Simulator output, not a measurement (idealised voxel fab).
The document below concerns the process module designated voxel wiring stack.
Xsec cut, 235 nm wide, square cell size 5 nm.
A cross-section is written here as square cells arranged in a grid, and it is given in bands from the top down, each band taking up one or more rows of cells.
Per band: top height and bottom height in nm, followed by the left-to-right materials and their widths in nm; "edge to edge" marks a single material spanning edge to edge, "air" marks empty space.
Heads up on the height convention: 0 is the point under which the incoming wafer is all one material, and the lowest band has no bottom, it just keeps going down, like "0 and below".
Note: "30 to 40" means the width goes from the first number (top row of the band) to the second number (bottom row) in equal steps per row of cells.
It should be understood that the words "no change occurred", when stated for a given step, signify that the cross-section underwent no change in any of its cells during that step.
"Sealed void list" lists enclosed empty spaces (at least 8 cells, no open path upward to the top), each as width x height at distance from the left edge, in nm.
Where a step's line continues beyond its settings, the continuation is a remark by the simulator itself on that step.
overlay nm, on a step with a mask: how far to the right of its planned place the mask lay; to the left if negative
Intended process steps:
| 1 | RECEIVE, material Si |
| 2 | CONFORMAL_DEP, material SiO2, thk nm 10 |
| 3 | DIRECTIONAL_DEP, material TiN, thk nm 5 |
| 4 | DIRECTIONAL_DEP, material W, thk nm 20 |
| 5 | PATTERN, tone cover, mask id METAL_1, material resist, width nm 30, pitch nm 45, thk nm 20, overlay nm 0 |
| 6 | DIRECTIONAL_ETCH, etch materials W, depth nm 20 |
| 7 | DIRECTIONAL_ETCH, etch materials TiN, depth nm 5 |
| 8 | STRIP, etch materials resist |
| 9 | FILL_DEP, material lowk, thk nm 5 |
| 10 | CMP, height nm 35 |
| 11 | CONFORMAL_DEP, material SiCN, thk nm 5 |
| 12 | DIRECTIONAL_DEP, material SiO2, thk nm 20 |
| 13 | DIRECTIONAL_DEP, material aC, thk nm 15 |
| 14 | PATTERN, tone open, mask id PLUG_1, material resist, width nm 15, pitch nm 45, thk nm 35, overlay nm 0 |
| 15 | DIRECTIONAL_ETCH, etch materials aC, depth nm 15 |
| 16 | STRIP, etch materials resist |
| 17 | DIRECTIONAL_ETCH, etch materials SiO2, depth nm 20 |
| 18 | DIRECTIONAL_ETCH, etch materials SiCN, depth nm 5 |
| 19 | STRIP, etch materials aC |
| 20 | CONFORMAL_DEP, material TiN, thk nm 5 |
| 21 | FILL_DEP, material W, thk nm 10 |
| 22 | CMP, height nm 60 |
| 23 | CONFORMAL_DEP, material SiCN, thk nm 5 |
| 24 | DIRECTIONAL_DEP, material lowk, thk nm 20 |
| 25 | PATTERN, tone open, mask id METAL_2, material resist, width nm 30, pitch nm 45, thk nm 15, overlay nm 0 |
| 26 | DIRECTIONAL_ETCH, etch materials lowk, depth nm 20 |
| 27 | DIRECTIONAL_ETCH, etch materials SiCN, depth nm 5 |
| 28 | STRIP, etch materials resist |
| 29 | CONFORMAL_DEP, material TiN, thk nm 5 |
| 30 | FILL_DEP, material Cu, thk nm 5 |
| 31 | CMP, height nm 85 |
| 32 | CONFORMAL_DEP, material SiCN, thk nm 5 |
| 33 | DIRECTIONAL_DEP, material SiO2, thk nm 30 |
| 34 | PATTERN, tone open, mask id METAL_3, material resist, width nm 30, pitch nm 45, thk nm 15, overlay nm 0 |
| 35 | DIRECTIONAL_ETCH, etch materials SiO2, depth nm 20 |
| 36 | STRIP, etch materials resist |
| 37 | PATTERN, tone open, mask id METAL_3_HOLES, material resist, width nm 15, pitch nm 90, thk nm 20, overlay nm 0 |
| 38 | DIRECTIONAL_ETCH, etch materials SiO2, depth nm 10 |
| 39 | DIRECTIONAL_ETCH, etch materials SiCN, depth nm 5 |
| 40 | STRIP, etch materials resist |
| 41 | CONFORMAL_DEP, material TiN, thk nm 5 |
| 42 | FILL_DEP, material Cu, thk nm 5 |
| 43 | CMP, height nm 120 |
| 44 | CONFORMAL_DEP, material SiCN, thk nm 5 |
| 45 | DIRECTIONAL_DEP, material lowk, thk nm 30 |
| 46 | PATTERN, tone open, mask id METAL_4, material resist, width nm 30, pitch nm 45, thk nm 20, overlay nm 0 |
| 47 | DIRECTIONAL_ETCH, etch materials lowk, depth nm 15 |
| 48 | STRIP, etch materials resist |
| 49 | MASKED_ETCH, tone open, mask id METAL_4_HOLES, width nm 15, pitch nm 45, etch materials lowk, depth nm 15, overlay nm 0 |
| 50 | MASKED_ETCH, tone open, mask id METAL_4_HOLES, width nm 15, pitch nm 45, etch materials SiCN, depth nm 5, overlay nm 0 |
| 51 | CONFORMAL_DEP, material TiN, thk nm 5 |
| 52 | FILL_DEP, material Cu, thk nm 10 |
| 53 | CMP, height nm 155 |
| 54 | CONFORMAL_DEP, material SiN, thk nm 5 |
Wafer, first of two, run as planned:
Cross-sectional view of the wafer in its as-received condition, corresponding to the state after step 1:
	0 and below  Si edge to edge
	Sealed void list: none
The wafer, seen in cross-section, after step 2:
	10 down to 0  SiO2 edge to edge
	Below 0, the layers are the same as they were.
The wafer, seen in cross-section, after step 3:
	15 down to 10  TiN edge to edge
	Below 10, the layers are the same as they were.
The wafer, seen in cross-section, after step 4:
	35 down to 15  W edge to edge
	Below 15, the layers are the same as they were.
The wafer, seen in cross-section, after step 5:
	55 down to 35  air 55 nm; resist 30 nm; air 15 nm; resist 30 nm; air 15 nm; resist 30 nm; air 60 nm
	Below 35, the layers are the same as they were.
The wafer, seen in cross-section, after step 6:
	55 down to 35  air 55 nm; resist 30 nm; air 15 nm; resist 30 nm; air 15 nm; resist 30 nm; air 60 nm
	35 down to 15  air 55 nm; W 30 nm; air 15 nm; W 30 nm; air 15 nm; W 30 nm; air 60 nm
	Below 15, the layers are the same as they were.
The wafer, seen in cross-section, after step 7:
	55 down to 35  air 55 nm; resist 30 nm; air 15 nm; resist 30 nm; air 15 nm; resist 30 nm; air 60 nm
	35 down to 15  air 55 nm; W 30 nm; air 15 nm; W 30 nm; air 15 nm; W 30 nm; air 60 nm
	15 down to 10  air 55 nm; TiN 30 nm; air 15 nm; TiN 30 nm; air 15 nm; TiN 30 nm; air 60 nm
	Below 10, the layers are the same as they were.
The wafer, seen in cross-section, after step 8:
	35 down to 15  air 55 nm; W 30 nm; air 15 nm; W 30 nm; air 15 nm; W 30 nm; air 60 nm
	Below 15, the layers are the same as they were.
The wafer, seen in cross-section, after step 9:
	40 down to 35  lowk edge to edge
	35 down to 15  lowk 55 nm; W 30 nm; lowk 15 nm; W 30 nm; lowk 15 nm; W 30 nm; lowk 60 nm
	15 down to 10  lowk 55 nm; TiN 30 nm; lowk 15 nm; TiN 30 nm; lowk 15 nm; TiN 30 nm; lowk 60 nm
	Below 10, the layers are the same as they were.
The wafer, seen in cross-section, after step 10:
	35 down to 15  lowk 55 nm; W 30 nm; lowk 15 nm; W 30 nm; lowk 15 nm; W 30 nm; lowk 60 nm
	Below 15, the layers are the same as they were.
The wafer, seen in cross-section, after step 11:
	40 down to 35  SiCN edge to edge
	Below 35, the layers are the same as they were.
The wafer, seen in cross-section, after step 12:
	60 down to 40  SiO2 edge to edge
	Below 40, the layers are the same as they were.
The wafer, seen in cross-section, after step 13:
	75 down to 60  aC edge to edge
	Below 60, the layers are the same as they were.
The wafer, seen in cross-section, after step 14:
	110 down to 75  resist 55 nm; air 15 nm; resist 30 nm; air 15 nm; resist 30 nm; air 15 nm; resist 75 nm
	Below 75, the layers are the same as they were.
The wafer, seen in cross-section, after step 15:
	95 down to 75  resist 55 nm; air 15 nm; resist 30 nm; air 15 nm; resist 30 nm; air 15 nm; resist 75 nm
	75 down to 60  aC 55 nm; air 15 nm; aC 30 nm; air 15 nm; aC 30 nm; air 15 nm; aC 75 nm
	Below 60, the layers are the same as they were.
The wafer, seen in cross-section, after step 16:
	75 down to 60  aC 55 nm; air 15 nm; aC 30 nm; air 15 nm; aC 30 nm; air 15 nm; aC 75 nm
	Below 60, the layers are the same as they were.
The wafer, seen in cross-section, after step 17:
	75 down to 60  aC 55 nm; air 15 nm; aC 30 nm; air 15 nm; aC 30 nm; air 15 nm; aC 75 nm
	60 down to 40  SiO2 55 nm; air 15 nm; SiO2 30 nm; air 15 nm; SiO2 30 nm; air 15 nm; SiO2 75 nm
	Below 40, the layers are the same as they were.
The wafer, seen in cross-section, after step 18:
	75 down to 60  aC 55 nm; air 15 nm; aC 30 nm; air 15 nm; aC 30 nm; air 15 nm; aC 75 nm
	60 down to 40  SiO2 55 nm; air 15 nm; SiO2 30 nm; air 15 nm; SiO2 30 nm; air 15 nm; SiO2 75 nm
	40 down to 35  SiCN 55 nm; air 15 nm; SiCN 30 nm; air 15 nm; SiCN 30 nm; air 15 nm; SiCN 75 nm
	Below 35, the layers are the same as they were.
The wafer, seen in cross-section, after step 19:
	60 down to 40  SiO2 55 nm; air 15 nm; SiO2 30 nm; air 15 nm; SiO2 30 nm; air 15 nm; SiO2 75 nm
	Below 40, the layers are the same as they were.
The wafer, seen in cross-section, after step 20:
	65 down to 60  TiN 60 nm; air 5 nm; TiN 40 nm; air 5 nm; TiN 40 nm; air 5 nm; TiN 80 nm
	60 down to 40  SiO2 55 nm; TiN 5 nm; air 5 nm; TiN 5 nm; SiO2 30 nm; TiN 5 nm; air 5 nm; TiN 5 nm; SiO2 30 nm; TiN 5 nm; air 5 nm; TiN 5 nm; SiO2 75 nm
	40 down to 35  SiCN 55 nm; TiN 15 nm; SiCN 30 nm; TiN 15 nm; SiCN 30 nm; TiN 15 nm; SiCN 75 nm
	Below 35, the layers are the same as they were.
The wafer, seen in cross-section, after step 21:
	75 down to 65  W edge to edge
	65 down to 60  TiN 60 nm; W 5 nm; TiN 40 nm; W 5 nm; TiN 40 nm; W 5 nm; TiN 80 nm
	60 down to 40  SiO2 55 nm; TiN 5 nm; W 5 nm; TiN 5 nm; SiO2 30 nm; TiN 5 nm; W 5 nm; TiN 5 nm; SiO2 30 nm; TiN 5 nm; W 5 nm; TiN 5 nm; SiO2 75 nm
	Below 40, the layers are the same as they were.
The wafer, seen in cross-section, after step 22:
	60 down to 40  SiO2 55 nm; TiN 5 nm; W 5 nm; TiN 5 nm; SiO2 30 nm; TiN 5 nm; W 5 nm; TiN 5 nm; SiO2 30 nm; TiN 5 nm; W 5 nm; TiN 5 nm; SiO2 75 nm
	Below 40, the layers are the same as they were.
The wafer, seen in cross-section, after step 23:
	65 down to 60  SiCN edge to edge
	Below 60, the layers are the same as they were.
The wafer, seen in cross-section, after step 24:
	85 down to 65  lowk edge to edge
	Below 65, the layers are the same as they were.
The wafer, seen in cross-section, after step 25:
	100 down to 85  resist 55 nm; air 30 nm; resist 15 nm; air 30 nm; resist 15 nm; air 30 nm; resist 60 nm
	Below 85, the layers are the same as they were.
The wafer, seen in cross-section, after step 26:
	100 down to 85  resist 55 nm; air 30 nm; resist 15 nm; air 30 nm; resist 15 nm; air 30 nm; resist 60 nm
	85 down to 65  lowk 55 nm; air 30 nm; lowk 15 nm; air 30 nm; lowk 15 nm; air 30 nm; lowk 60 nm
	Below 65, the layers are the same as they were.
The wafer, seen in cross-section, after step 27:
	100 down to 85  resist 55 nm; air 30 nm; resist 15 nm; air 30 nm; resist 15 nm; air 30 nm; resist 60 nm
	85 down to 65  lowk 55 nm; air 30 nm; lowk 15 nm; air 30 nm; lowk 15 nm; air 30 nm; lowk 60 nm
	65 down to 60  SiCN 55 nm; air 30 nm; SiCN 15 nm; air 30 nm; SiCN 15 nm; air 30 nm; SiCN 60 nm
	Below 60, the layers are the same as they were.
The wafer, seen in cross-section, after step 28:
	85 down to 65  lowk 55 nm; air 30 nm; lowk 15 nm; air 30 nm; lowk 15 nm; air 30 nm; lowk 60 nm
	Below 65, the layers are the same as they were.
The wafer, seen in cross-section, after step 29:
	90 down to 85  TiN 60 nm; air 20 nm; TiN 25 nm; air 20 nm; TiN 25 nm; air 20 nm; TiN 65 nm
	85 down to 65  lowk 55 nm; TiN 5 nm; air 20 nm; TiN 5 nm; lowk 15 nm; TiN 5 nm; air 20 nm; TiN 5 nm; lowk 15 nm; TiN 5 nm; air 20 nm; TiN 5 nm; lowk 60 nm
	65 down to 60  SiCN 55 nm; TiN 30 nm; SiCN 15 nm; TiN 30 nm; SiCN 15 nm; TiN 30 nm; SiCN 60 nm
	Below 60, the layers are the same as they were.
The wafer, seen in cross-section, after step 30:
	95 down to 90  Cu edge to edge
	90 down to 85  TiN 60 nm; Cu 20 nm; TiN 25 nm; Cu 20 nm; TiN 25 nm; Cu 20 nm; TiN 65 nm
	85 down to 65  lowk 55 nm; TiN 5 nm; Cu 20 nm; TiN 5 nm; lowk 15 nm; TiN 5 nm; Cu 20 nm; TiN 5 nm; lowk 15 nm; TiN 5 nm; Cu 20 nm; TiN 5 nm; lowk 60 nm
	Below 65, the layers are the same as they were.
The wafer, seen in cross-section, after step 31:
	85 down to 65  lowk 55 nm; TiN 5 nm; Cu 20 nm; TiN 5 nm; lowk 15 nm; TiN 5 nm; Cu 20 nm; TiN 5 nm; lowk 15 nm; TiN 5 nm; Cu 20 nm; TiN 5 nm; lowk 60 nm
	Below 65, the layers are the same as they were.
The wafer, seen in cross-section, after step 32:
	90 down to 85  SiCN edge to edge
	Below 85, the layers are the same as they were.
The wafer, seen in cross-section, after step 33:
	120 down to 90  SiO2 edge to edge
	Below 90, the layers are the same as they were.
The wafer, seen in cross-section, after step 34:
	135 down to 120  resist 55 nm; air 30 nm; resist 15 nm; air 30 nm; resist 15 nm; air 30 nm; resist 60 nm
	Below 120, the layers are the same as they were.
The wafer, seen in cross-section, after step 35:
	135 down to 120  resist 55 nm; air 30 nm; resist 15 nm; air 30 nm; resist 15 nm; air 30 nm; resist 60 nm
	120 down to 100  SiO2 55 nm; air 30 nm; SiO2 15 nm; air 30 nm; SiO2 15 nm; air 30 nm; SiO2 60 nm
	Below 100, the layers are the same as they were.
The wafer, seen in cross-section, after step 36:
	120 down to 100  SiO2 55 nm; air 30 nm; SiO2 15 nm; air 30 nm; SiO2 15 nm; air 30 nm; SiO2 60 nm
	Below 100, the layers are the same as they were.
The wafer, seen in cross-section, after step 37:
	140 down to 120  resist 55 nm; air 15 nm; resist 75 nm; air 15 nm; resist 75 nm
	120 down to 100  SiO2 55 nm; air 15 nm; resist 15 nm; SiO2 15 nm; resist 30 nm; SiO2 15 nm; air 15 nm; resist 15 nm; SiO2 60 nm
	Below 100, the layers are the same as they were.
The wafer, seen in cross-section, after step 38:
	140 down to 120  resist 55 nm; air 15 nm; resist 75 nm; air 15 nm; resist 75 nm
	120 down to 100  SiO2 55 nm; air 15 nm; resist 15 nm; SiO2 15 nm; resist 30 nm; SiO2 15 nm; air 15 nm; resist 15 nm; SiO2 60 nm
	100 down to 90  SiO2 55 nm; air 15 nm; SiO2 75 nm; air 15 nm; SiO2 75 nm
	Below 90, the layers are the same as they were.
The wafer, seen in cross-section, after step 39:
	140 down to 120  resist 55 nm; air 15 nm; resist 75 nm; air 15 nm; resist 75 nm
	120 down to 100  SiO2 55 nm; air 15 nm; resist 15 nm; SiO2 15 nm; resist 30 nm; SiO2 15 nm; air 15 nm; resist 15 nm; SiO2 60 nm
	100 down to 90  SiO2 55 nm; air 15 nm; SiO2 75 nm; air 15 nm; SiO2 75 nm
	90 down to 85  SiCN 55 nm; air 15 nm; SiCN 75 nm; air 15 nm; SiCN 75 nm
	Below 85, the layers are the same as they were.
The wafer, seen in cross-section, after step 40:
	120 down to 100  SiO2 55 nm; air 30 nm; SiO2 15 nm; air 30 nm; SiO2 15 nm; air 30 nm; SiO2 60 nm
	Below 100, the layers are the same as they were.
The wafer, seen in cross-section, after step 41:
	125 down to 120  TiN 60 nm; air 20 nm; TiN 25 nm; air 20 nm; TiN 25 nm; air 20 nm; TiN 65 nm
	120 down to 105  SiO2 55 nm; TiN 5 nm; air 20 nm; TiN 5 nm; SiO2 15 nm; TiN 5 nm; air 20 nm; TiN 5 nm; SiO2 15 nm; TiN 5 nm; air 20 nm; TiN 5 nm; SiO2 60 nm
	105 down to 100  SiO2 55 nm; TiN 5 nm; air 5 nm; TiN 20 nm; SiO2 15 nm; TiN 30 nm; SiO2 15 nm; TiN 5 nm; air 5 nm; TiN 20 nm; SiO2 60 nm
	100 down to 90  SiO2 55 nm; TiN 5 nm; air 5 nm; TiN 5 nm; SiO2 75 nm; TiN 5 nm; air 5 nm; TiN 5 nm; SiO2 75 nm
	90 down to 85  SiCN 55 nm; TiN 15 nm; SiCN 75 nm; TiN 15 nm; SiCN 75 nm
	Below 85, the layers are the same as they were.
The wafer, seen in cross-section, after step 42:
	130 down to 125  Cu edge to edge
	125 down to 120  TiN 60 nm; Cu 20 nm; TiN 25 nm; Cu 20 nm; TiN 25 nm; Cu 20 nm; TiN 65 nm
	120 down to 105  SiO2 55 nm; TiN 5 nm; Cu 20 nm; TiN 5 nm; SiO2 15 nm; TiN 5 nm; Cu 20 nm; TiN 5 nm; SiO2 15 nm; TiN 5 nm; Cu 20 nm; TiN 5 nm; SiO2 60 nm
	105 down to 100  SiO2 55 nm; TiN 5 nm; Cu 5 nm; TiN 20 nm; SiO2 15 nm; TiN 30 nm; SiO2 15 nm; TiN 5 nm; Cu 5 nm; TiN 20 nm; SiO2 60 nm
	100 down to 90  SiO2 55 nm; TiN 5 nm; Cu 5 nm; TiN 5 nm; SiO2 75 nm; TiN 5 nm; Cu 5 nm; TiN 5 nm; SiO2 75 nm
	Below 90, the layers are the same as they were.
The wafer, seen in cross-section, after step 43:
	120 down to 105  SiO2 55 nm; TiN 5 nm; Cu 20 nm; TiN 5 nm; SiO2 15 nm; TiN 5 nm; Cu 20 nm; TiN 5 nm; SiO2 15 nm; TiN 5 nm; Cu 20 nm; TiN 5 nm; SiO2 60 nm
	Below 105, the layers are the same as they were.
The wafer, seen in cross-section, after step 44:
	125 down to 120  SiCN edge to edge
	Below 120, the layers are the same as they were.
The wafer, seen in cross-section, after step 45:
	155 down to 125  lowk edge to edge
	Below 125, the layers are the same as they were.
The wafer, seen in cross-section, after step 46:
	175 down to 155  resist 55 nm; air 30 nm; resist 15 nm; air 30 nm; resist 15 nm; air 30 nm; resist 60 nm
	Below 155, the layers are the same as they were.
The wafer, seen in cross-section, after step 47:
	175 down to 155  resist 55 nm; air 30 nm; resist 15 nm; air 30 nm; resist 15 nm; air 30 nm; resist 60 nm
	155 down to 140  lowk 55 nm; air 30 nm; lowk 15 nm; air 30 nm; lowk 15 nm; air 30 nm; lowk 60 nm
	Below 140, the layers are the same as they were.
The wafer, seen in cross-section, after step 48:
	155 down to 140  lowk 55 nm; air 30 nm; lowk 15 nm; air 30 nm; lowk 15 nm; air 30 nm; lowk 60 nm
	Below 140, the layers are the same as they were.
The wafer, seen in cross-section, after step 49:
	155 down to 140  lowk 55 nm; air 30 nm; lowk 15 nm; air 30 nm; lowk 15 nm; air 30 nm; lowk 60 nm
	140 down to 125  lowk 55 nm; air 15 nm; lowk 30 nm; air 15 nm; lowk 30 nm; air 15 nm; lowk 75 nm
	Below 125, the layers are the same as they were.
The wafer, seen in cross-section, after step 50:
	155 down to 140  lowk 55 nm; air 30 nm; lowk 15 nm; air 30 nm; lowk 15 nm; air 30 nm; lowk 60 nm
	140 down to 125  lowk 55 nm; air 15 nm; lowk 30 nm; air 15 nm; lowk 30 nm; air 15 nm; lowk 75 nm
	125 down to 120  SiCN 55 nm; air 15 nm; SiCN 30 nm; air 15 nm; SiCN 30 nm; air 15 nm; SiCN 75 nm
	Below 120, the layers are the same as they were.
The wafer, seen in cross-section, after step 51:
	160 down to 155  TiN 60 nm; air 20 nm; TiN 25 nm; air 20 nm; TiN 25 nm; air 20 nm; TiN 65 nm
	155 down to 145  lowk 55 nm; TiN 5 nm; air 20 nm; TiN 5 nm; lowk 15 nm; TiN 5 nm; air 20 nm; TiN 5 nm; lowk 15 nm; TiN 5 nm; air 20 nm; TiN 5 nm; lowk 60 nm
	145 down to 140  lowk 55 nm; TiN 5 nm; air 5 nm; TiN 20 nm; lowk 15 nm; TiN 5 nm; air 5 nm; TiN 20 nm; lowk 15 nm; TiN 5 nm; air 5 nm; TiN 20 nm; lowk 60 nm
	140 down to 125  lowk 55 nm; TiN 5 nm; air 5 nm; TiN 5 nm; lowk 30 nm; TiN 5 nm; air 5 nm; TiN 5 nm; lowk 30 nm; TiN 5 nm; air 5 nm; TiN 5 nm; lowk 75 nm
	125 down to 120  SiCN 55 nm; TiN 15 nm; SiCN 30 nm; TiN 15 nm; SiCN 30 nm; TiN 15 nm; SiCN 75 nm
	Below 120, the layers are the same as they were.
The wafer, seen in cross-section, after step 52:
	170 down to 160  Cu edge to edge
	160 down to 155  TiN 60 nm; Cu 20 nm; TiN 25 nm; Cu 20 nm; TiN 25 nm; Cu 20 nm; TiN 65 nm
	155 down to 145  lowk 55 nm; TiN 5 nm; Cu 20 nm; TiN 5 nm; lowk 15 nm; TiN 5 nm; Cu 20 nm; TiN 5 nm; lowk 15 nm; TiN 5 nm; Cu 20 nm; TiN 5 nm; lowk 60 nm
	145 down to 140  lowk 55 nm; TiN 5 nm; Cu 5 nm; TiN 20 nm; lowk 15 nm; TiN 5 nm; Cu 5 nm; TiN 20 nm; lowk 15 nm; TiN 5 nm; Cu 5 nm; TiN 20 nm; lowk 60 nm
	140 down to 125  lowk 55 nm; TiN 5 nm; Cu 5 nm; TiN 5 nm; lowk 30 nm; TiN 5 nm; Cu 5 nm; TiN 5 nm; lowk 30 nm; TiN 5 nm; Cu 5 nm; TiN 5 nm; lowk 75 nm
	Below 125, the layers are the same as they were.
The wafer, seen in cross-section, after step 53:
	155 down to 145  lowk 55 nm; TiN 5 nm; Cu 20 nm; TiN 5 nm; lowk 15 nm; TiN 5 nm; Cu 20 nm; TiN 5 nm; lowk 15 nm; TiN 5 nm; Cu 20 nm; TiN 5 nm; lowk 60 nm
	Below 145, the layers are the same as they were.
The wafer, seen in cross-section, after step 54:
	160 down to 155  SiN edge to edge
	Below 155, the layers are the same as they were.
Wafer two. Same start, same plan, one slip in execution. Same as wafer one through step 48, inclusive:
What the second wafer looks like in cross-section when step 49 should have wrapped up:
	155 down to 140  lowk 55 nm; air 30 nm; lowk 15 nm; air 30 nm; lowk 15 nm; air 30 nm; lowk 60 nm
	140 down to 125  lowk 65 nm; air 15 nm; lowk 30 nm; air 15 nm; lowk 30 nm; air 15 nm; lowk 65 nm
	Below 125, the layers are the same as they were.
What the second wafer looks like in cross-section when step 50 should have wrapped up:
	155 down to 140  lowk 55 nm; air 30 nm; lowk 15 nm; air 30 nm; lowk 15 nm; air 30 nm; lowk 60 nm
	140 down to 125  lowk 65 nm; air 15 nm; lowk 30 nm; air 15 nm; lowk 30 nm; air 15 nm; lowk 65 nm
	125 down to 120  SiCN 65 nm; air 5 nm; SiCN 40 nm; air 5 nm; SiCN 40 nm; air 5 nm; SiCN 75 nm
	Below 120, the layers are the same as they were.
What the second wafer looks like in cross-section when step 51 should have wrapped up:
	160 down to 155  TiN 60 nm; air 20 nm; TiN 25 nm; air 20 nm; TiN 25 nm; air 20 nm; TiN 65 nm
	155 down to 145  lowk 55 nm; TiN 5 nm; air 20 nm; TiN 5 nm; lowk 15 nm; TiN 5 nm; air 20 nm; TiN 5 nm; lowk 15 nm; TiN 5 nm; air 20 nm; TiN 5 nm; lowk 60 nm
	145 down to 140  lowk 55 nm; TiN 15 nm; air 5 nm; TiN 10 nm; lowk 15 nm; TiN 15 nm; air 5 nm; TiN 10 nm; lowk 15 nm; TiN 15 nm; air 5 nm; TiN 10 nm; lowk 60 nm
	140 down to 130  lowk 65 nm; TiN 5 nm; air 5 nm; TiN 5 nm; lowk 30 nm; TiN 5 nm; air 5 nm; TiN 5 nm; lowk 30 nm; TiN 5 nm; air 5 nm; TiN 5 nm; lowk 65 nm
	130 down to 125  lowk 65 nm; TiN 15 nm; lowk 30 nm; TiN 15 nm; lowk 30 nm; TiN 15 nm; lowk 65 nm
	125 down to 120  SiCN 65 nm; TiN 5 nm; SiCN 40 nm; TiN 5 nm; SiCN 40 nm; TiN 5 nm; SiCN 75 nm
	Below 120, the layers are the same as they were.
What the second wafer looks like in cross-section when step 52 should have wrapped up:
	170 down to 160  Cu edge to edge
	160 down to 155  TiN 60 nm; Cu 20 nm; TiN 25 nm; Cu 20 nm; TiN 25 nm; Cu 20 nm; TiN 65 nm
	155 down to 145  lowk 55 nm; TiN 5 nm; Cu 20 nm; TiN 5 nm; lowk 15 nm; TiN 5 nm; Cu 20 nm; TiN 5 nm; lowk 15 nm; TiN 5 nm; Cu 20 nm; TiN 5 nm; lowk 60 nm
	145 down to 140  lowk 55 nm; TiN 15 nm; Cu 5 nm; TiN 10 nm; lowk 15 nm; TiN 15 nm; Cu 5 nm; TiN 10 nm; lowk 15 nm; TiN 15 nm; Cu 5 nm; TiN 10 nm; lowk 60 nm
	140 down to 130  lowk 65 nm; TiN 5 nm; Cu 5 nm; TiN 5 nm; lowk 30 nm; TiN 5 nm; Cu 5 nm; TiN 5 nm; lowk 30 nm; TiN 5 nm; Cu 5 nm; TiN 5 nm; lowk 65 nm
	Below 130, the layers are the same as they were.
What the second wafer looks like in cross-section when step 53 should have wrapped up:
	155 down to 145  lowk 55 nm; TiN 5 nm; Cu 20 nm; TiN 5 nm; lowk 15 nm; TiN 5 nm; Cu 20 nm; TiN 5 nm; lowk 15 nm; TiN 5 nm; Cu 20 nm; TiN 5 nm; lowk 60 nm
	Below 145, the layers are the same as they were.
What the second wafer looks like in cross-section when step 54 should have wrapped up:
	160 down to 155  SiN edge to edge
	Below 155, the layers are the same as they were.
Processing error: the process deviated at step 49: the operation and settings actually run there were MASKED_ETCH, tone open, mask id METAL_4_HOLES, width nm 15, pitch nm 45, etch materials lowk, depth nm 15, overlay nm 10
Counted in cells at the end, the second wafer holds more or fewer of these materials than the first: 3 fewer of Cu | 6 more of SiCN | 3 fewer of TiN
